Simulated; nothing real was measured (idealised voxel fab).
The process module presented herein is designated voxel transistor to metal.
Section cut is 285 nm wide and gridded with 5 nm square cells.
Heads up, the way a cross-section reads in here is a grid of square cells, handed over as bands from the top down, with every band being one or more rows of cells.
Heads up on the band format: heights come first, top then bottom, in nm. After that it's the materials left to right, each with its width in nm. A single material flagged "full width" fills the whole band edge to edge, and "empty" means there's empty space there.
Height datum 0, below which the as-received substrate wafer is one material. Lowest band open at the bottom, running downward: "0 -> down".
So if you see something like "30..40" for the width, read it as the top row of the band sitting at the first number and the bottom row at the second, with every row in between moving by the same amount as the last.
For the purposes of this document, the phrase "stayed the same" attached to a step denotes that no cell within the cross-section was modified by that step.
Each empty space that has no open way to the top and spans at least 8 cells appears under "Closed void inventory" as width x height at distance, the distance counted from the left edge, all in nm.
If you see something after the settings on a step's line, that's the simulator's own remark about that step.
"overlay nm" on a masked step: distance the mask lay right of its planned place, negative for left.
Guide to the pairs. Each holds a before and an after cross-section around one process step; the after cross-section is cut off at the lowest band that changed. Look under the pair for the step between them and its settings. Pairs can come from different runs of this module on the same starting wafer, so a pair follows on from the one above it only where its entry headed "Ahead of processing" says it does.

## Ahead of processing
> 75 -> 50  W full width
> 50 -> 45  TiN full width
> 45 -> 35  SiO2 20 nm; TiN 5 nm; W 25..15 nm; TiN 5..15 nm; SiO2 35 nm; TiN 5..15 nm; W 25..15 nm; TiN 5 nm; SiO2 35 nm; TiN 5 nm; W 25..15 nm; TiN 5..15 nm; SiO2 35 nm; TiN 5..15 nm; W 25..15 nm; TiN 5 nm; SiO2 20 nm
> 35 -> 25  SiO2 20 nm; TiN 5 nm; W 15 nm; TiN 5 nm; SiN 10 nm; SiO2 5 nm; SiCN 25 nm; SiO2 5 nm; SiN 10 nm; TiN 5 nm; W 15 nm; TiN 5 nm; SiO2 35 nm; TiN 5 nm; W 15 nm; TiN 5 nm; SiN 10 nm; SiO2 5 nm; SiCN 25 nm; SiO2 5 nm; SiN 10 nm; TiN 5 nm; W 15 nm; TiN 5 nm; SiO2 20 nm
> 25 -> 10  SiO2 20 nm; TiN 5 nm; W 15 nm; TiN 5 nm; SiN 10 nm; SiO2 5 nm; polySi 25 nm; SiO2 5 nm; SiN 10 nm; TiN 5 nm; W 15 nm; TiN 5 nm; SiO2 35 nm; TiN 5 nm; W 15 nm; TiN 5 nm; SiN 10 nm; SiO2 5 nm; polySi 25 nm; SiO2 5 nm; SiN 10 nm; TiN 5 nm; W 15 nm; TiN 5 nm; SiO2 20 nm
> 10 -> 5  SiO2 20 nm; TiN 10 nm; W 10 nm; TiN 5 nm; SiN 10 nm; SiO2 5 nm; polySi 25 nm; SiO2 5 nm; SiN 10 nm; TiN 5 nm; W 10 nm; TiN 10 nm; SiO2 35 nm; TiN 10 nm; W 10 nm; TiN 5 nm; SiN 10 nm; SiO2 5 nm; polySi 25 nm; SiO2 5 nm; SiN 10 nm; TiN 5 nm; W 10 nm; TiN 10 nm; SiO2 20 nm
> 5 -> 0  SiO2 15 nm; SiN 10 nm; TiN 20 nm; SiN 10 nm; SiO2 5 nm; polySi 25 nm; SiO2 5 nm; SiN 10 nm; TiN 20 nm; SiN 10 nm; SiO2 25 nm; SiN 10 nm; TiN 20 nm; SiN 10 nm; SiO2 5 nm; polySi 25 nm; SiO2 5 nm; SiN 10 nm; TiN 20 nm; SiN 10 nm; SiO2 15 nm
> 0 -> -5  SiO2 25 nm; nSi 5 nm; TiN 10 nm; nSi 5 nm; SiO2 55 nm; nSi 5 nm; TiN 10 nm; nSi 5 nm; SiO2 45 nm; nSi 5 nm; TiN 10 nm; nSi 5 nm; SiO2 55 nm; nSi 5 nm; TiN 10 nm; nSi 5 nm; SiO2 25 nm
> -5 -> -10  SiO2 20 nm; Si 5 nm; nSi 20 nm; Si 55 nm; nSi 20 nm; Si 5 nm; SiO2 35 nm; Si 5 nm; nSi 20 nm; Si 55 nm; nSi 20 nm; Si 5 nm; SiO2 20 nm
> -10 -> -30  SiO2 20 nm; Si 105 nm; SiO2 35 nm; Si 105 nm; SiO2 20 nm
> -30 -> down  Si full width
> Closed void inventory: none

## Structure After Step
> 90 -> 75  empty 20 nm; resist 25 nm; empty 60 nm; resist 25 nm; empty 30 nm; resist 25 nm; empty 60 nm; resist 25 nm; empty 15 nm
> For the remainder of the cross-section, below 75, there is no change.
> Closed void inventory: none
Connecting step for the cross-sections above: PATTERN [tone cover] [mask id METAL_1] [material resist] [width nm 25] [thk nm 15] [overlay nm 0]

Ahead of processing: Please consult the pair immediately above; the cross-section it shows after its step is the state before this step.

## Structure After Step
> 90 -> 75  empty 20 nm; resist 25 nm; empty 60 nm; resist 25 nm; empty 30 nm; resist 25 nm; empty 60 nm; resist 25 nm; empty 15 nm
> 75 -> 50  empty 20 nm; W 25 nm; empty 60 nm; W 25 nm; empty 30 nm; W 25 nm; empty 60 nm; W 25 nm; empty 15 nm
> For the remainder of the cross-section, below 50, there is no change.
> Closed void inventory: none
Connecting step for the cross-sections above: DIRECTIONAL_ETCH [etch materials W] [depth nm 25]

Ahead of processing: Please consult the pair immediately above; the cross-section it shows after its step is the state before this step.

## Structure After Step
> 90 -> 75  empty 20 nm; resist 25 nm; empty 60 nm; resist 25 nm; empty 30 nm; resist 25 nm; empty 60 nm; resist 25 nm; empty 15 nm
> 75 -> 50  empty 20 nm; W 25 nm; empty 60 nm; W 25 nm; empty 30 nm; W 25 nm; empty 60 nm; W 25 nm; empty 15 nm
> 50 -> 45  empty 20 nm; TiN 25 nm; empty 60 nm; TiN 25 nm; empty 30 nm; TiN 25 nm; empty 60 nm; TiN 25 nm; empty 15 nm
> For the remainder of the cross-section, below 45, there is no change.
> Closed void inventory: none
Connecting step for the cross-sections above: DIRECTIONAL_ETCH [etch materials TiN] [depth nm 5]

Ahead of processing: Please consult the pair immediately above; the cross-section it shows after its step is the state before this step.

## Structure After Step
> 75 -> 50  empty 20 nm; W 25 nm; empty 60 nm; W 25 nm; empty 30 nm; W 25 nm; empty 60 nm; W 25 nm; empty 15 nm
> For the remainder of the cross-section, below 50, there is no change.
> Closed void inventory: none
Connecting step for the cross-sections above: STRIP [etch materials resist]

Ahead of processing: Please consult the pair immediately above; the cross-section it shows after its step is the state before this step.

## Structure After Step
> 80 -> 75  empty 15 nm; SiN 35 nm; empty 50 nm; SiN 35 nm; empty 20 nm; SiN 35 nm; empty 50 nm; SiN 35 nm; empty 10 nm
> 75 -> 50  empty 15 nm; SiN 5 nm; W 25 nm; SiN 5 nm; empty 50 nm; SiN 5 nm; W 25 nm; SiN 5 nm; empty 20 nm; SiN 5 nm; W 25 nm; SiN 5 nm; empty 50 nm; SiN 5 nm; W 25 nm; SiN 5 nm; empty 10 nm
> 50 -> 45  SiN 20 nm; TiN 25 nm; SiN 60 nm; TiN 25 nm; SiN 30 nm; TiN 25 nm; SiN 60 nm; TiN 25 nm; SiN 15 nm
> For the remainder of the cross-section, below 45, there is no change.
> Closed void inventory: none
Connecting step for the cross-sections above: CONFORMAL_DEP [material SiN] [thk nm 5]

Ahead of processing: Please consult the pair immediately above; the cross-section it shows after its step is the state before this step.

## Structure After Step
> 90 -> 80  SiO2 full width
> 80 -> 75  SiO2 15 nm; SiN 35 nm; SiO2 50 nm; SiN 35 nm; SiO2 20 nm; SiN 35 nm; SiO2 50 nm; SiN 35 nm; SiO2 10 nm
> 75 -> 50  SiO2 15 nm; SiN 5 nm; W 25 nm; SiN 5 nm; SiO2 50 nm; SiN 5 nm; W 25 nm; SiN 5 nm; SiO2 20 nm; SiN 5 nm; W 25 nm; SiN 5 nm; SiO2 50 nm; SiN 5 nm; W 25 nm; SiN 5 nm; SiO2 10 nm
> For the remainder of the cross-section, below 50, there is no change.
> Closed void inventory: none
Connecting step for the cross-sections above: FILL_DEP [material SiO2] [thk nm 10]

Ahead of processing: Please consult the pair immediately above; the cross-section it shows after its step is the state before this step.

## Structure After Step
> 75 -> 50  SiO2 15 nm; SiN 5 nm; W 25 nm; SiN 5 nm; SiO2 50 nm; SiN 5 nm; W 25 nm; SiN 5 nm; SiO2 20 nm; SiN 5 nm; W 25 nm; SiN 5 nm; SiO2 50 nm; SiN 5 nm; W 25 nm; SiN 5 nm; SiO2 10 nm
> For the remainder of the cross-section, below 50, there is no change.
> Closed void inventory: none
Connecting step for the cross-sections above: CMP [height nm 75]

Ahead of processing: Please consult the pair immediately above; the cross-section it shows after its step is the state before this step.

## Structure After Step
> 80 -> 75  SiCN full width
> For the remainder of the cross-section, below 75, there is no change.
> Closed void inventory: none
Connecting step for the cross-sections above: CONFORMAL_DEP [material SiCN] [thk nm 5]

## Ahead of processing
> 55 -> 45  aC full width
> 45 -> 35  SiO2 full width
> 35 -> 25  SiO2 45 nm; SiN 10 nm; SiO2 5 nm; SiCN 25 nm; SiO2 5 nm; SiN 10 nm; SiO2 85 nm; SiN 10 nm; SiO2 5 nm; SiCN 25 nm; SiO2 5 nm; SiN 10 nm; SiO2 45 nm
> 25 -> 5  SiO2 45 nm; SiN 10 nm; SiO2 5 nm; polySi 25 nm; SiO2 5 nm; SiN 10 nm; SiO2 85 nm; SiN 10 nm; SiO2 5 nm; polySi 25 nm; SiO2 5 nm; SiN 10 nm; SiO2 45 nm
> 5 -> 0  SiO2 15 nm; SiN 10 nm; SiO2 20 nm; SiN 10 nm; SiO2 5 nm; polySi 25 nm; SiO2 5 nm; SiN 10 nm; SiO2 20 nm; SiN 10 nm; SiO2 25 nm; SiN 10 nm; SiO2 20 nm; SiN 10 nm; SiO2 5 nm; polySi 25 nm; SiO2 5 nm; SiN 10 nm; SiO2 20 nm; SiN 10 nm; SiO2 15 nm
> 0 -> -5  SiO2 25 nm; nSi 5 nm; SiO2 10 nm; nSi 5 nm; SiO2 55 nm; nSi 5 nm; SiO2 10 nm; nSi 5 nm; SiO2 45 nm; nSi 5 nm; SiO2 10 nm; nSi 5 nm; SiO2 55 nm; nSi 5 nm; SiO2 10 nm; nSi 5 nm; SiO2 25 nm
> -5 -> -10  SiO2 20 nm; Si 5 nm; nSi 20 nm; Si 55 nm; nSi 20 nm; Si 5 nm; SiO2 35 nm; Si 5 nm; nSi 20 nm; Si 55 nm; nSi 20 nm; Si 5 nm; SiO2 20 nm
> -10 -> -30  SiO2 20 nm; Si 105 nm; SiO2 35 nm; Si 105 nm; SiO2 20 nm
> -30 -> down  Si full width
> Closed void inventory: none

## Structure After Step
> 85 -> 55  resist 25 nm; empty 35 nm; resist 35 nm; empty 35 nm; resist 35 nm; empty 35 nm; resist 35 nm; empty 35 nm; resist 15 nm
> For the remainder of the cross-section, below 55, there is no change.
> Closed void inventory: none
Connecting step for the cross-sections above: PATTERN [tone open] [mask id CONTACT] [material resist] [width nm 35] [pitch nm 70] [thk nm 30] [overlay nm 5]

Ahead of processing: Please consult the pair immediately above; the cross-section it shows after its step is the state before this step.

## Structure After Step
> 75 -> 55  resist 25 nm; empty 35 nm; resist 35 nm; empty 35 nm; resist 35 nm; empty 35 nm; resist 35 nm; empty 35 nm; resist 15 nm
> 55 -> 45  aC 25 nm; empty 35 nm; aC 35 nm; empty 35 nm; aC 35 nm; empty 35 nm; aC 35 nm; empty 35 nm; aC 15 nm
> For the remainder of the cross-section, below 45, there is no change.
> Closed void inventory: none
Connecting step for the cross-sections above: DIRECTIONAL_ETCH [etch materials aC] [depth nm 10]

Ahead of processing: Please consult the pair immediately above; the cross-section it shows after its step is the state before this step.

## Structure After Step
> 55 -> 45  aC 25 nm; empty 35 nm; aC 35 nm; empty 35 nm; aC 35 nm; empty 35 nm; aC 35 nm; empty 35 nm; aC 15 nm
> For the remainder of the cross-section, below 45, there is no change.
> Closed void inventory: none
Connecting step for the cross-sections above: STRIP [etch materials resist]

Ahead of processing: Please consult the pair immediately above; the cross-section it shows after its step is the state before this step.

## Structure After Step
> 55 -> 45  aC 25 nm; empty 35 nm; aC 35 nm; empty 35 nm; aC 35 nm; empty 35 nm; aC 35 nm; empty 35 nm; aC 15 nm
> 45 -> 35  SiO2 25 nm; empty 35 nm; SiO2 35 nm; empty 35 nm; SiO2 35 nm; empty 35 nm; SiO2 35 nm; empty 35 nm; SiO2 15 nm
> 35 -> 25  SiO2 25 nm; empty 20 nm; SiN 10 nm; empty 5 nm; SiCN 25 nm; SiO2 5 nm; SiN 10 nm; empty 30 nm; SiO2 35 nm; empty 20 nm; SiN 10 nm; empty 5 nm; SiCN 25 nm; SiO2 5 nm; SiN 10 nm; empty 30 nm; SiO2 15 nm
> 25 -> 5  SiO2 25 nm; empty 20 nm; SiN 10 nm; empty 5 nm; polySi 25 nm; SiO2 5 nm; SiN 10 nm; empty 30 nm; SiO2 35 nm; empty 20 nm; SiN 10 nm; empty 5 nm; polySi 25 nm; SiO2 5 nm; SiN 10 nm; empty 30 nm; SiO2 15 nm
> 5 -> 0  SiO2 15 nm; SiN 10 nm; empty 20 nm; SiN 10 nm; empty 5 nm; polySi 25 nm; SiO2 5 nm; SiN 10 nm; empty 20 nm; SiN 10 nm; SiO2 25 nm; SiN 10 nm; empty 20 nm; SiN 10 nm; empty 5 nm; polySi 25 nm; SiO2 5 nm; SiN 10 nm; empty 20 nm; SiN 10 nm; SiO2 15 nm
> 0 -> -5  SiO2 25 nm; nSi 5 nm; empty 10 nm; nSi 5 nm; SiO2 10 nm; empty 5 nm; SiO2 40 nm; nSi 5 nm; empty 10 nm; nSi 5 nm; SiO2 45 nm; nSi 5 nm; empty 10 nm; nSi 5 nm; SiO2 10 nm; empty 5 nm; SiO2 40 nm; nSi 5 nm; empty 10 nm; nSi 5 nm; SiO2 25 nm
> For the remainder of the cross-section, below -5, there is no change.
> Closed void inventory: none
Connecting step for the cross-sections above: DIRECTIONAL_ETCH [etch materials SiO2] [depth nm 50]

Ahead of processing: Please consult the pair immediately above; the cross-section it shows after its step is the state before this step.

## Structure After Step
> 45 -> 35  SiO2 25 nm; empty 35 nm; SiO2 35 nm; empty 35 nm; SiO2 35 nm; empty 35 nm; SiO2 35 nm; empty 35 nm; SiO2 15 nm
> For the remainder of the cross-section, below 35, there is no change.
> Closed void inventory: none
Connecting step for the cross-sections above: STRIP [etch materials aC]

Ahead of processing: Please consult the pair immediately above; the cross-section it shows after its step is the state before this step.

## Structure After Step
> 50 -> 45  TiN 30 nm; empty 25 nm; TiN 45 nm; empty 25 nm; TiN 45 nm; empty 25 nm; TiN 45 nm; empty 25 nm; TiN 20 nm
> 45 -> 35  SiO2 25 nm; TiN 5 nm; empty 25..10 nm; TiN 5..20 nm; SiO2 35 nm; TiN 5..10 nm; empty 25..20 nm; TiN 5 nm; SiO2 35 nm; TiN 5 nm; empty 25..10 nm; TiN 5..20 nm; SiO2 35 nm; TiN 5..10 nm; empty 25..20 nm; TiN 5 nm; SiO2 15 nm
> 35 -> 25  SiO2 25 nm; TiN 5 nm; empty 10 nm; TiN 5 nm; SiN 10 nm; TiN 5 nm; SiCN 25 nm; SiO2 5 nm; SiN 10 nm; TiN 5 nm; empty 20 nm; TiN 5 nm; SiO2 35 nm; TiN 5 nm; empty 10 nm; TiN 5 nm; SiN 10 nm; TiN 5 nm; SiCN 25 nm; SiO2 5 nm; SiN 10 nm; TiN 5 nm; empty 20 nm; TiN 5 nm; SiO2 15 nm
> 25 -> 10  SiO2 25 nm; TiN 5 nm; empty 10 nm; TiN 5 nm; SiN 10 nm; TiN 5 nm; polySi 25 nm; SiO2 5 nm; SiN 10 nm; TiN 5 nm; empty 20 nm; TiN 5 nm; SiO2 35 nm; TiN 5 nm; empty 10 nm; TiN 5 nm; SiN 10 nm; TiN 5 nm; polySi 25 nm; SiO2 5 nm; SiN 10 nm; TiN 5 nm; empty 20 nm; TiN 5 nm; SiO2 15 nm
> 10 -> 5  SiO2 25 nm; TiN 5 nm; empty 10 nm; TiN 5 nm; SiN 10 nm; TiN 5 nm; polySi 25 nm; SiO2 5 nm; SiN 10 nm; TiN 5 nm; empty 10 nm; TiN 15 nm; SiO2 35 nm; TiN 5 nm; empty 10 nm; TiN 5 nm; SiN 10 nm; TiN 5 nm; polySi 25 nm; SiO2 5 nm; SiN 10 nm; TiN 5 nm; empty 10 nm; TiN 15 nm; SiO2 15 nm
> 5 -> 0  SiO2 15 nm; SiN 10 nm; TiN 20 nm; SiN 10 nm; TiN 5 nm; polySi 25 nm; SiO2 5 nm; SiN 10 nm; TiN 20 nm; SiN 10 nm; SiO2 25 nm; SiN 10 nm; TiN 20 nm; SiN 10 nm; TiN 5 nm; polySi 25 nm; SiO2 5 nm; SiN 10 nm; TiN 20 nm; SiN 10 nm; SiO2 15 nm
> 0 -> -5  SiO2 25 nm; nSi 5 nm; TiN 10 nm; nSi 5 nm; SiO2 10 nm; TiN 5 nm; SiO2 40 nm; nSi 5 nm; TiN 10 nm; nSi 5 nm; SiO2 45 nm; nSi 5 nm; TiN 10 nm; nSi 5 nm; SiO2 10 nm; TiN 5 nm; SiO2 40 nm; nSi 5 nm; TiN 10 nm; nSi 5 nm; SiO2 25 nm
> For the remainder of the cross-section, below -5, there is no change.
> Closed void inventory: none
Connecting step for the cross-sections above: CONFORMAL_DEP [material TiN] [thk nm 5]

Ahead of processing: Please consult the pair immediately above; the cross-section it shows after its step is the state before this step.

## Structure After Step
> 55 -> 50  W full width
> 50 -> 45  TiN 30 nm; W 25 nm; TiN 45 nm; W 25 nm; TiN 45 nm; W 25 nm; TiN 45 nm; W 25 nm; TiN 20 nm
> 45 -> 35  SiO2 25 nm; TiN 5 nm; W 25..10 nm; TiN 5..20 nm; SiO2 35 nm; TiN 5..10 nm; W 25..20 nm; TiN 5 nm; SiO2 35 nm; TiN 5 nm; W 25..10 nm; TiN 5..20 nm; SiO2 35 nm; TiN 5..10 nm; W 25..20 nm; TiN 5 nm; SiO2 15 nm
> 35 -> 25  SiO2 25 nm; TiN 5 nm; W 10 nm; TiN 5 nm; SiN 10 nm; TiN 5 nm; SiCN 25 nm; SiO2 5 nm; SiN 10 nm; TiN 5 nm; W 20 nm; TiN 5 nm; SiO2 35 nm; TiN 5 nm; W 10 nm; TiN 5 nm; SiN 10 nm; TiN 5 nm; SiCN 25 nm; SiO2 5 nm; SiN 10 nm; TiN 5 nm; W 20 nm; TiN 5 nm; SiO2 15 nm
> 25 -> 10  SiO2 25 nm; TiN 5 nm; W 10 nm; TiN 5 nm; SiN 10 nm; TiN 5 nm; polySi 25 nm; SiO2 5 nm; SiN 10 nm; TiN 5 nm; W 20 nm; TiN 5 nm; SiO2 35 nm; TiN 5 nm; W 10 nm; TiN 5 nm; SiN 10 nm; TiN 5 nm; polySi 25 nm; SiO2 5 nm; SiN 10 nm; TiN 5 nm; W 20 nm; TiN 5 nm; SiO2 15 nm
> 10 -> 5  SiO2 25 nm; TiN 5 nm; W 10 nm; TiN 5 nm; SiN 10 nm; TiN 5 nm; polySi 25 nm; SiO2 5 nm; SiN 10 nm; TiN 5 nm; W 10 nm; TiN 15 nm; SiO2 35 nm; TiN 5 nm; W 10 nm; TiN 5 nm; SiN 10 nm; TiN 5 nm; polySi 25 nm; SiO2 5 nm; SiN 10 nm; TiN 5 nm; W 10 nm; TiN 15 nm; SiO2 15 nm
> For the remainder of the cross-section, below 5, there is no change.
> Closed void inventory: none
Connecting step for the cross-sections above: FILL_DEP [material W] [thk nm 5]

Ahead of processing: Please consult the pair immediately above; the cross-section it shows after its step is the state before this step.

## Structure After Step
> 45 -> 35  SiO2 25 nm; TiN 5 nm; W 25..10 nm; TiN 5..20 nm; SiO2 35 nm; TiN 5..10 nm; W 25..20 nm; TiN 5 nm; SiO2 35 nm; TiN 5 nm; W 25..10 nm; TiN 5..20 nm; SiO2 35 nm; TiN 5..10 nm; W 25..20 nm; TiN 5 nm; SiO2 15 nm
> For the remainder of the cross-section, below 35, there is no change.
> Closed void inventory: none
Connecting step for the cross-sections above: CMP [height nm 45]

Ahead of processing: Please consult the pair immediately above; the cross-section it shows after its step is the state before this step.

## Structure After Step
> 50 -> 45  TiN full width
> For the remainder of the cross-section, below 45, there is no change.
> Closed void inventory: none
Connecting step for the cross-sections above: DIRECTIONAL_DEP [material TiN] [thk nm 5]

Ahead of processing: Please consult the pair immediately above; the cross-section it shows after its step is the state before this step.

## Structure After Step
> 75 -> 50  W full width
> For the remainder of the cross-section, below 50, there is no change.
> Closed void inventory: none
Connecting step for the cross-sections above: DIRECTIONAL_DEP [material W] [thk nm 25]

Ahead of processing: Please consult the pair immediately above; the cross-section it shows after its step is the state before this step.

## Structure After Step
> 90 -> 75  empty 20 nm; resist 20 nm; empty 65 nm; resist 20 nm; empty 35 nm; resist 20 nm; empty 65 nm; resist 20 nm; empty 20 nm
> For the remainder of the cross-section, below 75, there is no change.
> Closed void inventory: none
Connecting step for the cross-sections above: PATTERN [tone cover] [mask id METAL_1] [material resist] [width nm 20] [thk nm 15] [overlay nm 0]

Ahead of processing: Please consult the pair immediately above; the cross-section it shows after its step is the state before this step.

## Structure After Step
> 90 -> 75  empty 20 nm; resist 20 nm; empty 65 nm; resist 20 nm; empty 35 nm; resist 20 nm; empty 65 nm; resist 20 nm; empty 20 nm
> 75 -> 50  empty 20 nm; W 20 nm; empty 65 nm; W 20 nm; empty 35 nm; W 20 nm; empty 65 nm; W 20 nm; empty 20 nm
> For the remainder of the cross-section, below 50, there is no change.
> Closed void inventory: none
Connecting step for the cross-sections above: DIRECTIONAL_ETCH [etch materials W] [depth nm 25]

Ahead of processing: Please consult the pair immediately above; the cross-section it shows after its step is the state before this step.

## Structure After Step
> 90 -> 75  empty 20 nm; resist 20 nm; empty 65 nm; resist 20 nm; empty 35 nm; resist 20 nm; empty 65 nm; resist 20 nm; empty 20 nm
> 75 -> 50  empty 20 nm; W 20 nm; empty 65 nm; W 20 nm; empty 35 nm; W 20 nm; empty 65 nm; W 20 nm; empty 20 nm
> 50 -> 45  empty 20 nm; TiN 20 nm; empty 65 nm; TiN 20 nm; empty 35 nm; TiN 20 nm; empty 65 nm; TiN 20 nm; empty 20 nm
> For the remainder of the cross-section, below 45, there is no change.
> Closed void inventory: none
Connecting step for the cross-sections above: DIRECTIONAL_ETCH [etch materials TiN] [depth nm 5]

Ahead of processing: Please consult the pair immediately above; the cross-section it shows after its step is the state before this step.

## Structure After Step
> 75 -> 50  empty 20 nm; W 20 nm; empty 65 nm; W 20 nm; empty 35 nm; W 20 nm; empty 65 nm; W 20 nm; empty 20 nm
> For the remainder of the cross-section, below 50, there is no change.
> Closed void inventory: none
Connecting step for the cross-sections above: STRIP [etch materials resist]

Ahead of processing: Please consult the pair immediately above; the cross-section it shows after its step is the state before this step.

## Structure After Step
> 80 -> 75  empty 15 nm; SiN 30 nm; empty 55 nm; SiN 30 nm; empty 25 nm; SiN 30 nm; empty 55 nm; SiN 30 nm; empty 15 nm
> 75 -> 50  empty 15 nm; SiN 5 nm; W 20 nm; SiN 5 nm; empty 55 nm; SiN 5 nm; W 20 nm; SiN 5 nm; empty 25 nm; SiN 5 nm; W 20 nm; SiN 5 nm; empty 55 nm; SiN 5 nm; W 20 nm; SiN 5 nm; empty 15 nm
> 50 -> 45  SiN 20 nm; TiN 20 nm; SiN 65 nm; TiN 20 nm; SiN 35 nm; TiN 20 nm; SiN 65 nm; TiN 20 nm; SiN 20 nm
> For the remainder of the cross-section, below 45, there is no change.
> Closed void inventory: none
Connecting step for the cross-sections above: CONFORMAL_DEP [material SiN] [thk nm 5]

Ahead of processing: Please consult the pair immediately above; the cross-section it shows after its step is the state before this step.

## Structure After Step
> 90 -> 80  SiO2 full width
> 80 -> 75  SiO2 15 nm; SiN 30 nm; SiO2 55 nm; SiN 30 nm; SiO2 25 nm; SiN 30 nm; SiO2 55 nm; SiN 30 nm; SiO2 15 nm
> 75 -> 50  SiO2 15 nm; SiN 5 nm; W 20 nm; SiN 5 nm; SiO2 55 nm; SiN 5 nm; W 20 nm; SiN 5 nm; SiO2 25 nm; SiN 5 nm; W 20 nm; SiN 5 nm; SiO2 55 nm; SiN 5 nm; W 20 nm; SiN 5 nm; SiO2 15 nm
> For the remainder of the cross-section, below 50, there is no change.
> Closed void inventory: none
Connecting step for the cross-sections above: FILL_DEP [material SiO2] [thk nm 10]

Ahead of processing: Please consult the pair immediately above; the cross-section it shows after its step is the state before this step.

## Structure After Step
> 75 -> 50  SiO2 15 nm; SiN 5 nm; W 20 nm; SiN 5 nm; SiO2 55 nm; SiN 5 nm; W 20 nm; SiN 5 nm; SiO2 25 nm; SiN 5 nm; W 20 nm; SiN 5 nm; SiO2 55 nm; SiN 5 nm; W 20 nm; SiN 5 nm; SiO2 15 nm
> For the remainder of the cross-section, below 50, there is no change.
> Closed void inventory: none
Connecting step for the cross-sections above: CMP [height nm 75]

Ahead of processing: Please consult the pair immediately above; the cross-section it shows after its step is the state before this step.

## Structure After Step
> 80 -> 75  SiCN full width
> For the remainder of the cross-section, below 75, there is no change.
> Closed void inventory: none
Connecting step for the cross-sections above: CONFORMAL_DEP [material SiCN] [thk nm 5]

## Ahead of processing
> 35 -> 25  SiO2 45 nm; SiN 10 nm; SiO2 5 nm; SiCN 25 nm; SiO2 5 nm; SiN 10 nm; SiO2 85 nm; SiN 10 nm; SiO2 5 nm; SiCN 25 nm; SiO2 5 nm; SiN 10 nm; SiO2 45 nm
> 25 -> 5  SiO2 45 nm; SiN 10 nm; SiO2 5 nm; polySi 25 nm; SiO2 5 nm; SiN 10 nm; SiO2 85 nm; SiN 10 nm; SiO2 5 nm; polySi 25 nm; SiO2 5 nm; SiN 10 nm; SiO2 45 nm
> 5 -> 0  SiO2 15 nm; SiN 10 nm; SiO2 20 nm; SiN 10 nm; SiO2 5 nm; polySi 25 nm; SiO2 5 nm; SiN 10 nm; SiO2 20 nm; SiN 10 nm; SiO2 25 nm; SiN 10 nm; SiO2 20 nm; SiN 10 nm; SiO2 5 nm; polySi 25 nm; SiO2 5 nm; SiN 10 nm; SiO2 20 nm; SiN 10 nm; SiO2 15 nm
> 0 -> -5  SiO2 25 nm; nSi 5 nm; SiO2 10 nm; nSi 5 nm; SiO2 55 nm; nSi 5 nm; SiO2 10 nm; nSi 5 nm; SiO2 45 nm; nSi 5 nm; SiO2 10 nm; nSi 5 nm; SiO2 55 nm; nSi 5 nm; SiO2 10 nm; nSi 5 nm; SiO2 25 nm
> -5 -> -10  SiO2 20 nm; Si 5 nm; nSi 20 nm; Si 55 nm; nSi 20 nm; Si 5 nm; SiO2 35 nm; Si 5 nm; nSi 20 nm; Si 55 nm; nSi 20 nm; Si 5 nm; SiO2 20 nm
> -10 -> -30  SiO2 20 nm; Si 105 nm; SiO2 35 nm; Si 105 nm; SiO2 20 nm
> -30 -> down  Si full width
> Closed void inventory: none

## Structure After Step
> 45 -> 35  SiCN full width
> For the remainder of the cross-section, below 35, there is no change.
> Closed void inventory: none
Connecting step for the cross-sections above: DIRECTIONAL_DEP [material SiCN] [thk nm 10]

Ahead of processing: Please consult the pair immediately above; the cross-section it shows after its step is the state before this step.

## Structure After Step
> 55 -> 45  aC full width
> For the remainder of the cross-section, below 45, there is no change.
> Closed void inventory: none
Connecting step for the cross-sections above: DIRECTIONAL_DEP [material aC] [thk nm 10]

Ahead of processing: Please consult the pair immediately above; the cross-section it shows after its step is the state before this step.

## Structure After Step
> 85 -> 55  resist 20 nm; empty 35 nm; resist 35 nm; empty 35 nm; resist 35 nm; empty 35 nm; resist 35 nm; empty 35 nm; resist 20 nm
> For the remainder of the cross-section, below 55, there is no change.
> Closed void inventory: none
Connecting step for the cross-sections above: PATTERN [tone open] [mask id CONTACT] [material resist] [width nm 35] [pitch nm 70] [thk nm 30] [overlay nm 0]

Ahead of processing: Please consult the pair immediately above; the cross-section it shows after its step is the state before this step.

## Structure After Step
> 75 -> 55  resist 20 nm; empty 35 nm; resist 35 nm; empty 35 nm; resist 35 nm; empty 35 nm; resist 35 nm; empty 35 nm; resist 20 nm
> 55 -> 45  aC 20 nm; empty 35 nm; aC 35 nm; empty 35 nm; aC 35 nm; empty 35 nm; aC 35 nm; empty 35 nm; aC 20 nm
> For the remainder of the cross-section, below 45, there is no change.
> Closed void inventory: none
Connecting step for the cross-sections above: DIRECTIONAL_ETCH [etch materials aC] [depth nm 10]

Ahead of processing: Please consult the pair immediately above; the cross-section it shows after its step is the state before this step.

## Structure After Step
> 55 -> 45  aC 20 nm; empty 35 nm; aC 35 nm; empty 35 nm; aC 35 nm; empty 35 nm; aC 35 nm; empty 35 nm; aC 20 nm
> For the remainder of the cross-section, below 45, there is no change.
> Closed void inventory: none
Connecting step for the cross-sections above: STRIP [etch materials resist]

Ahead of processing: Please consult the pair immediately above; the cross-section it shows after its step is the state before this step.

## Structure After Step
> 45 -> 35  SiCN full width
> For the remainder of the cross-section, below 35, there is no change.
> Closed void inventory: none
Connecting step for the cross-sections above: STRIP [etch materials aC]

Ahead of processing: Please consult the pair immediately above; the cross-section it shows after its step is the state before this step.

## Structure After Step
> 50 -> 45  TiN full width
> For the remainder of the cross-section, below 45, there is no change.
> Closed void inventory: none
Connecting step for the cross-sections above: CONFORMAL_DEP [material TiN] [thk nm 5]

Ahead of processing: Please consult the pair immediately above; the cross-section it shows after its step is the state before this step.

## Structure After Step
> 55 -> 50  W full width
> For the remainder of the cross-section, below 50, there is no change.
> Closed void inventory: none
Connecting step for the cross-sections above: FILL_DEP [material W] [thk nm 5]

Ahead of processing: Please consult the pair immediately above; the cross-section it shows after its step is the state before this step.

## Structure After Step
> 45 -> 35  SiCN full width
> For the remainder of the cross-section, below 35, there is no change.
> Closed void inventory: none
Connecting step for the cross-sections above: CMP [height nm 45]

Ahead of processing: Please consult the pair immediately above; the cross-section it shows after its step is the state before this step.

## Structure After Step
> 50 -> 45  TiN full width
> For the remainder of the cross-section, below 45, there is no change.
> Closed void inventory: none
Connecting step for the cross-sections above: DIRECTIONAL_DEP [material TiN] [thk nm 5]

Ahead of processing: Please consult the pair immediately above; the cross-section it shows after its step is the state before this step.

## Structure After Step
> 75 -> 50  W full width
> For the remainder of the cross-section, below 50, there is no change.
> Closed void inventory: none
Connecting step for the cross-sections above: DIRECTIONAL_DEP [material W] [thk nm 25]
